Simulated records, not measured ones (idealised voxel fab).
Documented hereafter: the process module known as voxel wiring stack.
Displayed cross-section: cut, width of 240 nm, square cells sized 5 nm.
In this document a cross-section is written as a grid of square cells. It is given as a series of bands, listed from the top down, and a band is one or more rows of cells.
For a band, the entry starts with two heights in nm, that of the top and then that of the bottom, and carries on with the band's materials in order from left to right, each alongside its width in nm; the word "all across" beside a single material means it fills the band edge to edge, and "air" means empty space.
Measure heights from 0. That's the level where, below it, the as-received wafer is all one material. The lowest band is bottomless and extends downward; write it as in "0..down".
A two-number width, for instance "30..40", indicates that the width is equal to the first number in the top row of the band and to the second number in the bottom row, and that it changes by a constant amount per row of cells.
Where the words "no modifications" appear for a step, the cross-section shows no cell changed by that step; every cell remained as before.
"Closed cavities" - sealed voids, min. 8 cells, no opening to top; format: width x height at distance (distance from left edge; nm throughout).
Heads up: the bit after the settings on a step's line is the simulator's remark on that step.
overlay nm: mask right of planned place by this much (step with mask). Neg. = left.
[Below is the list of planned process steps]
1 RECEIVE with material Si
2 CONFORMAL_DEP with material SiO2, thk nm 15
3 CONFORMAL_DEP with material SiN, thk nm 5
4 DIRECTIONAL_DEP with material SiO2, thk nm 20
5 MASKED_ETCH with tone open, mask id METAL_1, width nm 30, pitch nm 50, etch materials SiO2, depth nm 20, overlay nm 0
6 MASKED_ETCH with tone open, mask id METAL_1, width nm 30, pitch nm 50, etch materials SiN, depth nm 5, overlay nm 0
7 CONFORMAL_DEP with material TiN, thk nm 5
8 FILL_DEP with material Cu, thk nm 5
9 CMP with height nm 40
10 CONFORMAL_DEP with material SiCN, thk nm 5
11 DIRECTIONAL_DEP with material SiO2, thk nm 15
12 PATTERN with tone open, mask id PLUG_1, material resist, width nm 15, pitch nm 50, thk nm 15, overlay nm 0
13 DIRECTIONAL_ETCH with etch materials SiO2, depth nm 15
14 DIRECTIONAL_ETCH with etch materials SiCN, depth nm 5
15 STRIP with etch materials resist
16 CONFORMAL_DEP with material TiN, thk nm 5
17 FILL_DEP with material Ru, thk nm 5
18 CMP with height nm 60
19 DIRECTIONAL_DEP with material TiN, thk nm 5
20 DIRECTIONAL_DEP with material Ru, thk nm 20
21 DIRECTIONAL_DEP with material aC, thk nm 10
22 PATTERN with tone cover, mask id METAL_2, material resist, width nm 30, pitch nm 50, thk nm 25, overlay nm 0
23 DIRECTIONAL_ETCH with etch materials aC, depth nm 10
24 STRIP with etch materials resist
25 DIRECTIONAL_ETCH with etch materials Ru, depth nm 20
26 DIRECTIONAL_ETCH with etch materials TiN, depth nm 5
27 STRIP with etch materials aC
28 CONFORMAL_DEP with material SiCN, thk nm 5
29 FILL_DEP with material lowk, thk nm 5
30 CMP with height nm 85
31 CONFORMAL_DEP with material SiCN, thk nm 5
32 DIRECTIONAL_DEP with material SiO2, thk nm 30
33 PATTERN with tone open, mask id METAL_3_HOLES, material resist, width nm 15, pitch nm 100, thk nm 15, overlay nm 0
34 DIRECTIONAL_ETCH with etch materials SiO2, depth nm 30
35 STRIP with etch materials resist
36 PATTERN with tone open, mask id METAL_3, material resist, width nm 30, pitch nm 50, thk nm 20, overlay nm 0
37 DIRECTIONAL_ETCH with etch materials SiO2, depth nm 20
38 DIRECTIONAL_ETCH with etch materials SiCN, depth nm 5
39 STRIP with etch materials resist
40 CONFORMAL_DEP with material TiN, thk nm 5
41 FILL_DEP with material Cu, thk nm 10
42 CMP with height nm 120
43 CONFORMAL_DEP with material SiCN, thk nm 5
[Account of the first of two wafers, which was processed as intended]
[as received, after step 1]
  0..down = Si all across
  Closed cavities: none
[Wafer after step 2 (cross-section)]
  15..0 = SiO2 all across
  Below 0, the layers are the same as they were.
[Wafer after step 3 (cross-section)]
  20..15 = SiN all across
  Below 15, the layers are the same as they were.
[Wafer after step 4 (cross-section)]
  40..20 = SiO2 all across
  Below 20, the layers are the same as they were.
[Wafer after step 5 (cross-section)]
  40..20 = 30 SiO2 / 30 air / 20 SiO2 / 30 air / 20 SiO2 / 30 air / 20 SiO2 / 30 air / 30 SiO2
  Below 20, the layers are the same as they were.
[Wafer after step 6 (cross-section)]
  40..20 = 30 SiO2 / 30 air / 20 SiO2 / 30 air / 20 SiO2 / 30 air / 20 SiO2 / 30 air / 30 SiO2
  20..15 = 30 SiN / 30 air / 20 SiN / 30 air / 20 SiN / 30 air / 20 SiN / 30 air / 30 SiN
  Below 15, the layers are the same as they were.
[Wafer after step 7 (cross-section)]
  45..40 = 35 TiN / 20 air / 30 TiN / 20 air / 30 TiN / 20 air / 30 TiN / 20 air / 35 TiN
  40..20 = 30 SiO2 / 5 TiN / 20 air / 5 TiN / 20 SiO2 / 5 TiN / 20 air / 5 TiN / 20 SiO2 / 5 TiN / 20 air / 5 TiN / 20 SiO2 / 5 TiN / 20 air / 5 TiN / 30 SiO2
  20..15 = 30 SiN / 30 TiN / 20 SiN / 30 TiN / 20 SiN / 30 TiN / 20 SiN / 30 TiN / 30 SiN
  Below 15, the layers are the same as they were.
[Wafer after step 8 (cross-section)]
  50..45 = Cu all across
  45..40 = 35 TiN / 20 Cu / 30 TiN / 20 Cu / 30 TiN / 20 Cu / 30 TiN / 20 Cu / 35 TiN
  40..20 = 30 SiO2 / 5 TiN / 20 Cu / 5 TiN / 20 SiO2 / 5 TiN / 20 Cu / 5 TiN / 20 SiO2 / 5 TiN / 20 Cu / 5 TiN / 20 SiO2 / 5 TiN / 20 Cu / 5 TiN / 30 SiO2
  Below 20, the layers are the same as they were.
[Wafer after step 9 (cross-section)]
  40..20 = 30 SiO2 / 5 TiN / 20 Cu / 5 TiN / 20 SiO2 / 5 TiN / 20 Cu / 5 TiN / 20 SiO2 / 5 TiN / 20 Cu / 5 TiN / 20 SiO2 / 5 TiN / 20 Cu / 5 TiN / 30 SiO2
  Below 20, the layers are the same as they were.
[Wafer after step 10 (cross-section)]
  45..40 = SiCN all across
  Below 40, the layers are the same as they were.
[Wafer after step 11 (cross-section)]
  60..45 = SiO2 all across
  Below 45, the layers are the same as they were.
[Wafer after step 12 (cross-section)]
  75..60 = 30 resist / 15 air / 35 resist / 15 air / 35 resist / 15 air / 35 resist / 15 air / 45 resist
  Below 60, the layers are the same as they were.
[Wafer after step 13 (cross-section)]
  75..60 = 30 resist / 15 air / 35 resist / 15 air / 35 resist / 15 air / 35 resist / 15 air / 45 resist
  60..45 = 30 SiO2 / 15 air / 35 SiO2 / 15 air / 35 SiO2 / 15 air / 35 SiO2 / 15 air / 45 SiO2
  Below 45, the layers are the same as they were.
[Wafer after step 14 (cross-section)]
  75..60 = 30 resist / 15 air / 35 resist / 15 air / 35 resist / 15 air / 35 resist / 15 air / 45 resist
  60..45 = 30 SiO2 / 15 air / 35 SiO2 / 15 air / 35 SiO2 / 15 air / 35 SiO2 / 15 air / 45 SiO2
  45..40 = 30 SiCN / 15 air / 35 SiCN / 15 air / 35 SiCN / 15 air / 35 SiCN / 15 air / 45 SiCN
  Below 40, the layers are the same as they were.
[Wafer after step 15 (cross-section)]
  60..45 = 30 SiO2 / 15 air / 35 SiO2 / 15 air / 35 SiO2 / 15 air / 35 SiO2 / 15 air / 45 SiO2
  Below 45, the layers are the same as they were.
[Wafer after step 16 (cross-section)]
  65..60 = 35 TiN / 5 air / 45 TiN / 5 air / 45 TiN / 5 air / 45 TiN / 5 air / 50 TiN
  60..45 = 30 SiO2 / 5 TiN / 5 air / 5 TiN / 35 SiO2 / 5 TiN / 5 air / 5 TiN / 35 SiO2 / 5 TiN / 5 air / 5 TiN / 35 SiO2 / 5 TiN / 5 air / 5 TiN / 45 SiO2
  45..40 = 30 SiCN / 15 TiN / 35 SiCN / 15 TiN / 35 SiCN / 15 TiN / 35 SiCN / 15 TiN / 45 SiCN
  Below 40, the layers are the same as they were.
[Wafer after step 17 (cross-section)]
  70..65 = Ru all across
  65..60 = 35 TiN / 5 Ru / 45 TiN / 5 Ru / 45 TiN / 5 Ru / 45 TiN / 5 Ru / 50 TiN
  60..45 = 30 SiO2 / 5 TiN / 5 Ru / 5 TiN / 35 SiO2 / 5 TiN / 5 Ru / 5 TiN / 35 SiO2 / 5 TiN / 5 Ru / 5 TiN / 35 SiO2 / 5 TiN / 5 Ru / 5 TiN / 45 SiO2
  Below 45, the layers are the same as they were.
[Wafer after step 18 (cross-section)]
  60..45 = 30 SiO2 / 5 TiN / 5 Ru / 5 TiN / 35 SiO2 / 5 TiN / 5 Ru / 5 TiN / 35 SiO2 / 5 TiN / 5 Ru / 5 TiN / 35 SiO2 / 5 TiN / 5 Ru / 5 TiN / 45 SiO2
  Below 45, the layers are the same as they were.
[Wafer after step 19 (cross-section)]
  65..60 = TiN all across
  Below 60, the layers are the same as they were.
[Wafer after step 20 (cross-section)]
  85..65 = Ru all across
  Below 65, the layers are the same as they were.
[Wafer after step 21 (cross-section)]
  95..85 = aC all across
  Below 85, the layers are the same as they were.
[Wafer after step 22 (cross-section)]
  120..95 = 30 air / 30 resist / 20 air / 30 resist / 20 air / 30 resist / 20 air / 30 resist / 30 air
  Below 95, the layers are the same as they were.
[Wafer after step 23 (cross-section)]
  110..95 = 30 air / 30 resist / 20 air / 30 resist / 20 air / 30 resist / 20 air / 30 resist / 30 air
  95..85 = 30 air / 30 aC / 20 air / 30 aC / 20 air / 30 aC / 20 air / 30 aC / 30 air
  Below 85, the layers are the same as they were.
[Wafer after step 24 (cross-section)]
  95..85 = 30 air / 30 aC / 20 air / 30 aC / 20 air / 30 aC / 20 air / 30 aC / 30 air
  Below 85, the layers are the same as they were.
[Wafer after step 25 (cross-section)]
  95..85 = 30 air / 30 aC / 20 air / 30 aC / 20 air / 30 aC / 20 air / 30 aC / 30 air
  85..65 = 30 air / 30 Ru / 20 air / 30 Ru / 20 air / 30 Ru / 20 air / 30 Ru / 30 air
  Below 65, the layers are the same as they were.
[Wafer after step 26 (cross-section)]
  95..85 = 30 air / 30 aC / 20 air / 30 aC / 20 air / 30 aC / 20 air / 30 aC / 30 air
  85..65 = 30 air / 30 Ru / 20 air / 30 Ru / 20 air / 30 Ru / 20 air / 30 Ru / 30 air
  65..60 = 30 air / 30 TiN / 20 air / 30 TiN / 20 air / 30 TiN / 20 air / 30 TiN / 30 air
  Below 60, the layers are the same as they were.
[Wafer after step 27 (cross-section)]
  85..65 = 30 air / 30 Ru / 20 air / 30 Ru / 20 air / 30 Ru / 20 air / 30 Ru / 30 air
  Below 65, the layers are the same as they were.
[Wafer after step 28 (cross-section)]
  90..85 = 25 air / 40 SiCN / 10 air / 40 SiCN / 10 air / 40 SiCN / 10 air / 40 SiCN / 25 air
  85..65 = 25 air / 5 SiCN / 30 Ru / 5 SiCN / 10 air / 5 SiCN / 30 Ru / 5 SiCN / 10 air / 5 SiCN / 30 Ru / 5 SiCN / 10 air / 5 SiCN / 30 Ru / 5 SiCN / 25 air
  65..60 = 30 SiCN / 30 TiN / 20 SiCN / 30 TiN / 20 SiCN / 30 TiN / 20 SiCN / 30 TiN / 30 SiCN
  Below 60, the layers are the same as they were.
[Wafer after step 29 (cross-section)]
  95..90 = lowk all across
  90..85 = 25 lowk / 40 SiCN / 10 lowk / 40 SiCN / 10 lowk / 40 SiCN / 10 lowk / 40 SiCN / 25 lowk
  85..65 = 25 lowk / 5 SiCN / 30 Ru / 5 SiCN / 10 lowk / 5 SiCN / 30 Ru / 5 SiCN / 10 lowk / 5 SiCN / 30 Ru / 5 SiCN / 10 lowk / 5 SiCN / 30 Ru / 5 SiCN / 25 lowk
  Below 65, the layers are the same as they were.
[Wafer after step 30 (cross-section)]
  85..65 = 25 lowk / 5 SiCN / 30 Ru / 5 SiCN / 10 lowk / 5 SiCN / 30 Ru / 5 SiCN / 10 lowk / 5 SiCN / 30 Ru / 5 SiCN / 10 lowk / 5 SiCN / 30 Ru / 5 SiCN / 25 lowk
  Below 65, the layers are the same as they were.
[Wafer after step 31 (cross-section)]
  90..85 = SiCN all across
  Below 85, the layers are the same as they were.
[Wafer after step 32 (cross-section)]
  120..90 = SiO2 all across
  Below 90, the layers are the same as they were.
[Wafer after step 33 (cross-section)]
  135..120 = 30 resist / 15 air / 85 resist / 15 air / 95 resist
  Below 120, the layers are the same as they were.
[Wafer after step 34 (cross-section)]
  135..120 = 30 resist / 15 air / 85 resist / 15 air / 95 resist
  120..90 = 30 SiO2 / 15 air / 85 SiO2 / 15 air / 95 SiO2
  Below 90, the layers are the same as they were.
[Wafer after step 35 (cross-section)]
  120..90 = 30 SiO2 / 15 air / 85 SiO2 / 15 air / 95 SiO2
  Below 90, the layers are the same as they were.
[Wafer after step 36 (cross-section)]
  140..120 = 30 resist / 30 air / 20 resist / 30 air / 20 resist / 30 air / 20 resist / 30 air / 30 resist
  Below 120, the layers are the same as they were.
[Wafer after step 37 (cross-section)]
  140..120 = 30 resist / 30 air / 20 resist / 30 air / 20 resist / 30 air / 20 resist / 30 air / 30 resist
  120..100 = 30 SiO2 / 30 air / 20 SiO2 / 30 air / 20 SiO2 / 30 air / 20 SiO2 / 30 air / 30 SiO2
  Below 100, the layers are the same as they were.
[Wafer after step 38 (cross-section)]
  140..120 = 30 resist / 30 air / 20 resist / 30 air / 20 resist / 30 air / 20 resist / 30 air / 30 resist
  120..100 = 30 SiO2 / 30 air / 20 SiO2 / 30 air / 20 SiO2 / 30 air / 20 SiO2 / 30 air / 30 SiO2
  100..90 = 30 SiO2 / 15 air / 85 SiO2 / 15 air / 95 SiO2
  90..85 = 30 SiCN / 15 air / 85 SiCN / 15 air / 95 SiCN
  Below 85, the layers are the same as they were.
[Wafer after step 39 (cross-section)]
  120..100 = 30 SiO2 / 30 air / 20 SiO2 / 30 air / 20 SiO2 / 30 air / 20 SiO2 / 30 air / 30 SiO2
  Below 100, the layers are the same as they were.
[Wafer after step 40 (cross-section)]
  125..120 = 35 TiN / 20 air / 30 TiN / 20 air / 30 TiN / 20 air / 30 TiN / 20 air / 35 TiN
  120..105 = 30 SiO2 / 5 TiN / 20 air / 5 TiN / 20 SiO2 / 5 TiN / 20 air / 5 TiN / 20 SiO2 / 5 TiN / 20 air / 5 TiN / 20 SiO2 / 5 TiN / 20 air / 5 TiN / 30 SiO2
  105..100 = 30 SiO2 / 5 TiN / 5 air / 20 TiN / 20 SiO2 / 30 TiN / 20 SiO2 / 5 TiN / 5 air / 20 TiN / 20 SiO2 / 30 TiN / 30 SiO2
  100..90 = 30 SiO2 / 5 TiN / 5 air / 5 TiN / 85 SiO2 / 5 TiN / 5 air / 5 TiN / 95 SiO2
  90..85 = 30 SiCN / 15 TiN / 85 SiCN / 15 TiN / 95 SiCN
  Below 85, the layers are the same as they were.
[Wafer after step 41 (cross-section)]
  135..125 = Cu all across
  125..120 = 35 TiN / 20 Cu / 30 TiN / 20 Cu / 30 TiN / 20 Cu / 30 TiN / 20 Cu / 35 TiN
  120..105 = 30 SiO2 / 5 TiN / 20 Cu / 5 TiN / 20 SiO2 / 5 TiN / 20 Cu / 5 TiN / 20 SiO2 / 5 TiN / 20 Cu / 5 TiN / 20 SiO2 / 5 TiN / 20 Cu / 5 TiN / 30 SiO2
  105..100 = 30 SiO2 / 5 TiN / 5 Cu / 20 TiN / 20 SiO2 / 30 TiN / 20 SiO2 / 5 TiN / 5 Cu / 20 TiN / 20 SiO2 / 30 TiN / 30 SiO2
  100..90 = 30 SiO2 / 5 TiN / 5 Cu / 5 TiN / 85 SiO2 / 5 TiN / 5 Cu / 5 TiN / 95 SiO2
  Below 90, the layers are the same as they were.
[Wafer after step 42 (cross-section)]
  120..105 = 30 SiO2 / 5 TiN / 20 Cu / 5 TiN / 20 SiO2 / 5 TiN / 20 Cu / 5 TiN / 20 SiO2 / 5 TiN / 20 Cu / 5 TiN / 20 SiO2 / 5 TiN / 20 Cu / 5 TiN / 30 SiO2
  Below 105, the layers are the same as they were.
[Wafer after step 43 (cross-section)]
  125..120 = SiCN all across
  Below 120, the layers are the same as they were.
[second wafer: like start, like plan, one mistake. Through step 3 it matches the first wafer]
[X-section, second wafer, when step 4 was due to finish]
  35..20 = SiO2 all across
  Below 20, the layers are the same as they were.
[X-section, second wafer, when step 5 was due to finish]
  35..20 = 30 SiO2 / 30 air / 20 SiO2 / 30 air / 20 SiO2 / 30 air / 20 SiO2 / 30 air / 30 SiO2
  Below 20, the layers are the same as they were.
[X-section, second wafer, when step 6 was due to finish]
  35..20 = 30 SiO2 / 30 air / 20 SiO2 / 30 air / 20 SiO2 / 30 air / 20 SiO2 / 30 air / 30 SiO2
  20..15 = 30 SiN / 30 air / 20 SiN / 30 air / 20 SiN / 30 air / 20 SiN / 30 air / 30 SiN
  Below 15, the layers are the same as they were.
[X-section, second wafer, when step 7 was due to finish]
  40..35 = 35 TiN / 20 air / 30 TiN / 20 air / 30 TiN / 20 air / 30 TiN / 20 air / 35 TiN
  35..20 = 30 SiO2 / 5 TiN / 20 air / 5 TiN / 20 SiO2 / 5 TiN / 20 air / 5 TiN / 20 SiO2 / 5 TiN / 20 air / 5 TiN / 20 SiO2 / 5 TiN / 20 air / 5 TiN / 30 SiO2
  20..15 = 30 SiN / 30 TiN / 20 SiN / 30 TiN / 20 SiN / 30 TiN / 20 SiN / 30 TiN / 30 SiN
  Below 15, the layers are the same as they were.
[X-section, second wafer, when step 8 was due to finish]
  45..40 = Cu all across
  40..35 = 35 TiN / 20 Cu / 30 TiN / 20 Cu / 30 TiN / 20 Cu / 30 TiN / 20 Cu / 35 TiN
  35..20 = 30 SiO2 / 5 TiN / 20 Cu / 5 TiN / 20 SiO2 / 5 TiN / 20 Cu / 5 TiN / 20 SiO2 / 5 TiN / 20 Cu / 5 TiN / 20 SiO2 / 5 TiN / 20 Cu / 5 TiN / 30 SiO2
  Below 20, the layers are the same as they were.
[X-section, second wafer, when step 9 was due to finish]
  40..35 = 35 TiN / 20 Cu / 30 TiN / 20 Cu / 30 TiN / 20 Cu / 30 TiN / 20 Cu / 35 TiN
  Below 35, the layers are the same as they were.
[X-section, second wafer, when step 10 was due to finish]
  45..40 = SiCN all across
  Below 40, the layers are the same as they were.
[X-section, second wafer, when step 11 was due to finish]
  60..45 = SiO2 all across
  Below 45, the layers are the same as they were.
[X-section, second wafer, when step 12 was due to finish]
  75..60 = 30 resist / 15 air / 35 resist / 15 air / 35 resist / 15 air / 35 resist / 15 air / 45 resist
  Below 60, the layers are the same as they were.
[X-section, second wafer, when step 13 was due to finish]
  75..60 = 30 resist / 15 air / 35 resist / 15 air / 35 resist / 15 air / 35 resist / 15 air / 45 resist
  60..45 = 30 SiO2 / 15 air / 35 SiO2 / 15 air / 35 SiO2 / 15 air / 35 SiO2 / 15 air / 45 SiO2
  Below 45, the layers are the same as they were.
[X-section, second wafer, when step 14 was due to finish]
  75..60 = 30 resist / 15 air / 35 resist / 15 air / 35 resist / 15 air / 35 resist / 15 air / 45 resist
  60..45 = 30 SiO2 / 15 air / 35 SiO2 / 15 air / 35 SiO2 / 15 air / 35 SiO2 / 15 air / 45 SiO2
  45..40 = 30 SiCN / 15 air / 35 SiCN / 15 air / 35 SiCN / 15 air / 35 SiCN / 15 air / 45 SiCN
  Below 40, the layers are the same as they were.
[X-section, second wafer, when step 15 was due to finish]
  60..45 = 30 SiO2 / 15 air / 35 SiO2 / 15 air / 35 SiO2 / 15 air / 35 SiO2 / 15 air / 45 SiO2
  Below 45, the layers are the same as they were.
[X-section, second wafer, when step 16 was due to finish]
  65..60 = 35 TiN / 5 air / 45 TiN / 5 air / 45 TiN / 5 air / 45 TiN / 5 air / 50 TiN
  60..45 = 30 SiO2 / 5 TiN / 5 air / 5 TiN / 35 SiO2 / 5 TiN / 5 air / 5 TiN / 35 SiO2 / 5 TiN / 5 air / 5 TiN / 35 SiO2 / 5 TiN / 5 air / 5 TiN / 45 SiO2
  45..40 = 30 SiCN / 15 TiN / 35 SiCN / 15 TiN / 35 SiCN / 15 TiN / 35 SiCN / 15 TiN / 45 SiCN
  Below 40, the layers are the same as they were.
[X-section, second wafer, when step 17 was due to finish]
  70..65 = Ru all across
  65..60 = 35 TiN / 5 Ru / 45 TiN / 5 Ru / 45 TiN / 5 Ru / 45 TiN / 5 Ru / 50 TiN
  60..45 = 30 SiO2 / 5 TiN / 5 Ru / 5 TiN / 35 SiO2 / 5 TiN / 5 Ru / 5 TiN / 35 SiO2 / 5 TiN / 5 Ru / 5 TiN / 35 SiO2 / 5 TiN / 5 Ru / 5 TiN / 45 SiO2
  Below 45, the layers are the same as they were.
[X-section, second wafer, when step 18 was due to finish]
  60..45 = 30 SiO2 / 5 TiN / 5 Ru / 5 TiN / 35 SiO2 / 5 TiN / 5 Ru / 5 TiN / 35 SiO2 / 5 TiN / 5 Ru / 5 TiN / 35 SiO2 / 5 TiN / 5 Ru / 5 TiN / 45 SiO2
  Below 45, the layers are the same as they were.
[X-section, second wafer, when step 19 was due to finish]
  65..60 = TiN all across
  Below 60, the layers are the same as they were.
[X-section, second wafer, when step 20 was due to finish]
  85..65 = Ru all across
  Below 65, the layers are the same as they were.
[X-section, second wafer, when step 21 was due to finish]
  95..85 = aC all across
  Below 85, the layers are the same as they were.
[X-section, second wafer, when step 22 was due to finish]
  120..95 = 30 air / 30 resist / 20 air / 30 resist / 20 air / 30 resist / 20 air / 30 resist / 30 air
  Below 95, the layers are the same as they were.
[X-section, second wafer, when step 23 was due to finish]
  110..95 = 30 air / 30 resist / 20 air / 30 resist / 20 air / 30 resist / 20 air / 30 resist / 30 air
  95..85 = 30 air / 30 aC / 20 air / 30 aC / 20 air / 30 aC / 20 air / 30 aC / 30 air
  Below 85, the layers are the same as they were.
[X-section, second wafer, when step 24 was due to finish]
  95..85 = 30 air / 30 aC / 20 air / 30 aC / 20 air / 30 aC / 20 air / 30 aC / 30 air
  Below 85, the layers are the same as they were.
[X-section, second wafer, when step 25 was due to finish]
  95..85 = 30 air / 30 aC / 20 air / 30 aC / 20 air / 30 aC / 20 air / 30 aC / 30 air
  85..65 = 30 air / 30 Ru / 20 air / 30 Ru / 20 air / 30 Ru / 20 air / 30 Ru / 30 air
  Below 65, the layers are the same as they were.
[X-section, second wafer, when step 26 was due to finish]
  95..85 = 30 air / 30 aC / 20 air / 30 aC / 20 air / 30 aC / 20 air / 30 aC / 30 air
  85..65 = 30 air / 30 Ru / 20 air / 30 Ru / 20 air / 30 Ru / 20 air / 30 Ru / 30 air
  65..60 = 30 air / 30 TiN / 20 air / 30 TiN / 20 air / 30 TiN / 20 air / 30 TiN / 30 air
  Below 60, the layers are the same as they were.
[X-section, second wafer, when step 27 was due to finish]
  85..65 = 30 air / 30 Ru / 20 air / 30 Ru / 20 air / 30 Ru / 20 air / 30 Ru / 30 air
  Below 65, the layers are the same as they were.
[X-section, second wafer, when step 28 was due to finish]
  90..85 = 25 air / 40 SiCN / 10 air / 40 SiCN / 10 air / 40 SiCN / 10 air / 40 SiCN / 25 air
  85..65 = 25 air / 5 SiCN / 30 Ru / 5 SiCN / 10 air / 5 SiCN / 30 Ru / 5 SiCN / 10 air / 5 SiCN / 30 Ru / 5 SiCN / 10 air / 5 SiCN / 30 Ru / 5 SiCN / 25 air
  65..60 = 30 SiCN / 30 TiN / 20 SiCN / 30 TiN / 20 SiCN / 30 TiN / 20 SiCN / 30 TiN / 30 SiCN
  Below 60, the layers are the same as they were.
[X-section, second wafer, when step 29 was due to finish]
  95..90 = lowk all across
  90..85 = 25 lowk / 40 SiCN / 10 lowk / 40 SiCN / 10 lowk / 40 SiCN / 10 lowk / 40 SiCN / 25 lowk
  85..65 = 25 lowk / 5 SiCN / 30 Ru / 5 SiCN / 10 lowk / 5 SiCN / 30 Ru / 5 SiCN / 10 lowk / 5 SiCN / 30 Ru / 5 SiCN / 10 lowk / 5 SiCN / 30 Ru / 5 SiCN / 25 lowk
  Below 65, the layers are the same as they were.
[X-section, second wafer, when step 30 was due to finish]
  85..65 = 25 lowk / 5 SiCN / 30 Ru / 5 SiCN / 10 lowk / 5 SiCN / 30 Ru / 5 SiCN / 10 lowk / 5 SiCN / 30 Ru / 5 SiCN / 10 lowk / 5 SiCN / 30 Ru / 5 SiCN / 25 lowk
  Below 65, the layers are the same as they were.
[X-section, second wafer, when step 31 was due to finish]
  90..85 = SiCN all across
  Below 85, the layers are the same as they were.
[X-section, second wafer, when step 32 was due to finish]
  120..90 = SiO2 all across
  Below 90, the layers are the same as they were.
[X-section, second wafer, when step 33 was due to finish]
  135..120 = 30 resist / 15 air / 85 resist / 15 air / 95 resist
  Below 120, the layers are the same as they were.
[X-section, second wafer, when step 34 was due to finish]
  135..120 = 30 resist / 15 air / 85 resist / 15 air / 95 resist
  120..90 = 30 SiO2 / 15 air / 85 SiO2 / 15 air / 95 SiO2
  Below 90, the layers are the same as they were.
[X-section, second wafer, when step 35 was due to finish]
  120..90 = 30 SiO2 / 15 air / 85 SiO2 / 15 air / 95 SiO2
  Below 90, the layers are the same as they were.
[X-section, second wafer, when step 36 was due to finish]
  140..120 = 30 resist / 30 air / 20 resist / 30 air / 20 resist / 30 air / 20 resist / 30 air / 30 resist
  Below 120, the layers are the same as they were.
[X-section, second wafer, when step 37 was due to finish]
  140..120 = 30 resist / 30 air / 20 resist / 30 air / 20 resist / 30 air / 20 resist / 30 air / 30 resist
  120..100 = 30 SiO2 / 30 air / 20 SiO2 / 30 air / 20 SiO2 / 30 air / 20 SiO2 / 30 air / 30 SiO2
  Below 100, the layers are the same as they were.
[X-section, second wafer, when step 38 was due to finish]
  140..120 = 30 resist / 30 air / 20 resist / 30 air / 20 resist / 30 air / 20 resist / 30 air / 30 resist
  120..100 = 30 SiO2 / 30 air / 20 SiO2 / 30 air / 20 SiO2 / 30 air / 20 SiO2 / 30 air / 30 SiO2
  100..90 = 30 SiO2 / 15 air / 85 SiO2 / 15 air / 95 SiO2
  90..85 = 30 SiCN / 15 air / 85 SiCN / 15 air / 95 SiCN
  Below 85, the layers are the same as they were.
[X-section, second wafer, when step 39 was due to finish]
  120..100 = 30 SiO2 / 30 air / 20 SiO2 / 30 air / 20 SiO2 / 30 air / 20 SiO2 / 30 air / 30 SiO2
  Below 100, the layers are the same as they were.
[X-section, second wafer, when step 40 was due to finish]
  125..120 = 35 TiN / 20 air / 30 TiN / 20 air / 30 TiN / 20 air / 30 TiN / 20 air / 35 TiN
  120..105 = 30 SiO2 / 5 TiN / 20 air / 5 TiN / 20 SiO2 / 5 TiN / 20 air / 5 TiN / 20 SiO2 / 5 TiN / 20 air / 5 TiN / 20 SiO2 / 5 TiN / 20 air / 5 TiN / 30 SiO2
  105..100 = 30 SiO2 / 5 TiN / 5 air / 20 TiN / 20 SiO2 / 30 TiN / 20 SiO2 / 5 TiN / 5 air / 20 TiN / 20 SiO2 / 30 TiN / 30 SiO2
  100..90 = 30 SiO2 / 5 TiN / 5 air / 5 TiN / 85 SiO2 / 5 TiN / 5 air / 5 TiN / 95 SiO2
  90..85 = 30 SiCN / 15 TiN / 85 SiCN / 15 TiN / 95 SiCN
  Below 85, the layers are the same as they were.
[X-section, second wafer, when step 41 was due to finish]
  135..125 = Cu all across
  125..120 = 35 TiN / 20 Cu / 30 TiN / 20 Cu / 30 TiN / 20 Cu / 30 TiN / 20 Cu / 35 TiN
  120..105 = 30 SiO2 / 5 TiN / 20 Cu / 5 TiN / 20 SiO2 / 5 TiN / 20 Cu / 5 TiN / 20 SiO2 / 5 TiN / 20 Cu / 5 TiN / 20 SiO2 / 5 TiN / 20 Cu / 5 TiN / 30 SiO2
  105..100 = 30 SiO2 / 5 TiN / 5 Cu / 20 TiN / 20 SiO2 / 30 TiN / 20 SiO2 / 5 TiN / 5 Cu / 20 TiN / 20 SiO2 / 30 TiN / 30 SiO2
  100..90 = 30 SiO2 / 5 TiN / 5 Cu / 5 TiN / 85 SiO2 / 5 TiN / 5 Cu / 5 TiN / 95 SiO2
  Below 90, the layers are the same as they were.
[X-section, second wafer, when step 42 was due to finish]
  120..105 = 30 SiO2 / 5 TiN / 20 Cu / 5 TiN / 20 SiO2 / 5 TiN / 20 Cu / 5 TiN / 20 SiO2 / 5 TiN / 20 Cu / 5 TiN / 20 SiO2 / 5 TiN / 20 Cu / 5 TiN / 30 SiO2
  Below 105, the layers are the same as they were.
[X-section, second wafer, when step 43 was due to finish]
  125..120 = SiCN all across
  Below 120, the layers are the same as they were.
In executing the process, a mistake was made relative to the plan: step 4 deviated from plan and actually ran as DIRECTIONAL_DEP with material SiO2, thk nm 15
Final wafer comparison in cells, second versus first, more or fewer per material: 24 fewer of SiO2; 24 more of TiN
